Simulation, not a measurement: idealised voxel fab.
process module | voxel double patterning
cross-section cut | 235 nm wide | cells 5 nm
A cross-section is a grid of square cells, given in bands from the top down. A band is one or more rows of cells.
Each band's line starts with the height of the band's top and of its bottom, in nm. Then come its materials from left to right, each with its width in nm. One material with "throughout" fills the band from edge to edge. "air" is empty space.
Height 0 is the level under which the wafer as received is all one material. The lowest band goes on downwards, as in "0 down".
A width such as "30 to 40" changes by the same amount from each row of cells to the next, from the band's top row to its bottom row.
"no change" after a step means that no cell of the cross-section changed.
closed voids: empty space of 8 cells or more with no open way to the top, each as width x height at its distance from the left edge, in nm
after a step's settings: what the simulator itself notes on the step
overlay nm, on a step with a mask: how far to the right of its planned place the mask lay; to the left if negative
plan
1 op RECEIVE | material Si
2 op CONFORMAL_DEP | material SiO2 | thk nm 10
3 op DIRECTIONAL_DEP | material W | thk nm 15
4 op DIRECTIONAL_DEP | material SiN | thk nm 5
5 op PATTERN | tone open | mask id FIRST | material resist | width nm 15 | pitch nm 50 | thk nm 20 | overlay nm 0
6 op DIRECTIONAL_ETCH | etch materials SiN | depth nm 5
7 op STRIP | etch materials resist
8 op MASKED_ETCH | tone open | mask id SECOND | width nm 15 | etch materials SiN | depth nm 5 | overlay nm 0
9 op DIRECTIONAL_ETCH | etch materials W | depth nm 15
10 op STRIP | etch materials SiN
as received, after step 1
  0 down: Si throughout
  closed voids: none
first wafer at the end, as planned
  25 to 10: W 85 | air 15 | W 10 | air 15 | W 10 | air 15 | W 85
  10 to 0: SiO2 throughout
  0 down: Si throughout
  closed voids: none
second wafer at the end: like start, like plan, one mistake
  15 to 10: W 85 | air 15 | W 10 | air 15 | W 10 | air 15 | W 85
  10 to 0: SiO2 throughout
  0 down: Si throughout
  closed voids: none
what went wrong: step 3 ran as: op DIRECTIONAL_DEP | material W | thk nm 5
at the end the second wafer has, in cells: 76 fewer of W
